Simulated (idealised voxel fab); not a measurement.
process module | voxel gate over fins
cross-section cut | 260 nm wide | cells 5 nm
A cross-section is a grid of square cells, given in bands from the top down. A band is one or more rows of cells.
Each band's line starts with the height of the band's top and of its bottom, in nm. Then come its materials from left to right, each with its width in nm. One material with "throughout" fills the band from edge to edge. "air" is empty space.
Height 0 is the level under which the wafer as received is all one material. The lowest band goes on downwards, as in "0 down".
A width such as "30 to 40" changes by the same amount from each row of cells to the next, from the band's top row to its bottom row.
"no change" after a step means that no cell of the cross-section changed.
closed voids: empty space of 8 cells or more with no open way to the top, each as width x height at its distance from the left edge, in nm
after a step's settings: what the simulator itself notes on the step
overlay nm, on a step with a mask: how far to the right of its planned place the mask lay; to the left if negative
plan
1 op RECEIVE | material Si
2 op CONFORMAL_DEP | material SiN | thk nm 5
3 op MASKED_ETCH | tone cover | mask id FINS | width nm 15 | pitch nm 35 | etch materials SiN | depth nm 5 | overlay nm 0
4 op MASKED_ETCH | tone cover | mask id FINS | width nm 15 | pitch nm 35 | etch materials Si | depth nm 35 | overlay nm 0
5 op OXIDIZE | depth nm 5
6 op FILL_DEP | material SiO2 | thk nm 15
7 op CMP | height nm 5
8 op SELECTIVE_ETCH | etch materials SiO2 | depth nm 20
9 op STRIP | etch materials SiN
10 op CONFORMAL_DEP | material HfO2 | thk nm 5
11 op CONFORMAL_DEP | material TiN | thk nm 5
12 op CONFORMAL_DEP | material TiAl | thk nm 5
13 op CONFORMAL_DEP | material TiN | thk nm 5
14 op FILL_DEP | material W | thk nm 15
15 op CMP | height nm 30
16 op CONFORMAL_DEP | material SiN | thk nm 10
first wafer, as planned
as received, after step 1
  0 down: Si throughout
  closed voids: none
after step 2
  5 to 0: SiN throughout
  below 0: unchanged
after step 3
  5 to 0: air 105 | SiN 15 | air 20 | SiN 15 | air 105
  below 0: unchanged
after step 4
  5 to 0: air 105 | SiN 15 | air 20 | SiN 15 | air 105
  0 to -35: air 105 | Si 15 | air 20 | Si 15 | air 105
  below -35: unchanged
after step 5
  5 to 0: air 105 | SiN 15 | air 20 | SiN 15 | air 105
  0 to -35: air 105 | SiO2 5 | Si 5 | SiO2 5 | air 20 | SiO2 5 | Si 5 | SiO2 5 | air 105
  -35 to -40: SiO2 110 | Si 5 | SiO2 30 | Si 5 | SiO2 110
  below -40: unchanged
after step 6
  20 to 5: SiO2 throughout
  5 to 0: SiO2 105 | SiN 15 | SiO2 20 | SiN 15 | SiO2 105
  0 to -40: SiO2 110 | Si 5 | SiO2 30 | Si 5 | SiO2 110
  below -40: unchanged
after step 7
  5 to 0: SiO2 105 | SiN 15 | SiO2 20 | SiN 15 | SiO2 105
  below 0: unchanged
after step 8
  5 to 0: air 105 | SiN 15 | air 20 | SiN 15 | air 105
  0 to -15: air 110 | Si 5 | air 30 | Si 5 | air 110
  below -15: unchanged
after step 9
  0 to -15: air 110 | Si 5 | air 30 | Si 5 | air 110
  below -15: unchanged
after step 10
  5 to 0: air 105 | HfO2 15 | air 20 | HfO2 15 | air 105
  0 to -10: air 105 | HfO2 5 | Si 5 | HfO2 5 | air 20 | HfO2 5 | Si 5 | HfO2 5 | air 105
  -10 to -15: HfO2 110 | Si 5 | HfO2 30 | Si 5 | HfO2 110
  below -15: unchanged
after step 11
  10 to 5: air 100 | TiN 25 | air 10 | TiN 25 | air 100
  5 to 0: air 100 | TiN 5 | HfO2 15 | TiN 5 | air 10 | TiN 5 | HfO2 15 | TiN 5 | air 100
  0 to -5: air 100 | TiN 5 | HfO2 5 | Si 5 | HfO2 5 | TiN 5 | air 10 | TiN 5 | HfO2 5 | Si 5 | HfO2 5 | TiN 5 | air 100
  -5 to -10: TiN 105 | HfO2 5 | Si 5 | HfO2 5 | TiN 20 | HfO2 5 | Si 5 | HfO2 5 | TiN 105
  below -10: unchanged
after step 12
  15 to 10: air 95 | TiAl 70 | air 95
  10 to 5: air 95 | TiAl 5 | TiN 25 | TiAl 10 | TiN 25 | TiAl 5 | air 95
  5 to 0: air 95 | TiAl 5 | TiN 5 | HfO2 15 | TiN 5 | TiAl 10 | TiN 5 | HfO2 15 | TiN 5 | TiAl 5 | air 95
  0 to -5: TiAl 100 | TiN 5 | HfO2 5 | Si 5 | HfO2 5 | TiN 5 | TiAl 10 | TiN 5 | HfO2 5 | Si 5 | HfO2 5 | TiN 5 | TiAl 100
  below -5: unchanged
after step 13
  20 to 15: air 90 | TiN 80 | air 90
  15 to 10: air 90 | TiN 5 | TiAl 70 | TiN 5 | air 90
  10 to 5: air 90 | TiN 5 | TiAl 5 | TiN 25 | TiAl 10 | TiN 25 | TiAl 5 | TiN 5 | air 90
  5 to 0: TiN 95 | TiAl 5 | TiN 5 | HfO2 15 | TiN 5 | TiAl 10 | TiN 5 | HfO2 15 | TiN 5 | TiAl 5 | TiN 95
  below 0: unchanged
after step 14
  35 to 20: W throughout
  20 to 15: W 90 | TiN 80 | W 90
  15 to 10: W 90 | TiN 5 | TiAl 70 | TiN 5 | W 90
  10 to 5: W 90 | TiN 5 | TiAl 5 | TiN 25 | TiAl 10 | TiN 25 | TiAl 5 | TiN 5 | W 90
  below 5: unchanged
after step 15
  30 to 20: W throughout
  below 20: unchanged
after step 16
  40 to 30: SiN throughout
  below 30: unchanged
second wafer: like start, like plan, one mistake. Through step 6 it matches the first wafer
when step 7 should have ended: no change
when step 8 should have ended
  5 to 0: air 105 | SiN 15 | air 20 | SiN 15 | air 105
  below 0: unchanged
when step 9 should have ended
  0 to -40: SiO2 110 | Si 5 | SiO2 30 | Si 5 | SiO2 110
  below -40: unchanged
when step 10 should have ended
  5 to 0: HfO2 throughout
  below 0: unchanged
when step 11 should have ended
  10 to 5: TiN throughout
  below 5: unchanged
when step 12 should have ended
  15 to 10: TiAl throughout
  below 10: unchanged
when step 13 should have ended
  20 to 15: TiN throughout
  below 15: unchanged
when step 14 should have ended
  35 to 20: W throughout
  below 20: unchanged
when step 15 should have ended
  30 to 20: W throughout
  below 20: unchanged
when step 16 should have ended
  40 to 30: SiN throughout
  below 30: unchanged
what went wrong: step 7 was left out
at the end the second wafer has, in cells: 12 fewer of HfO2 | 150 more of SiO2 | 12 fewer of TiAl | 18 fewer of TiN | 108 fewer of W
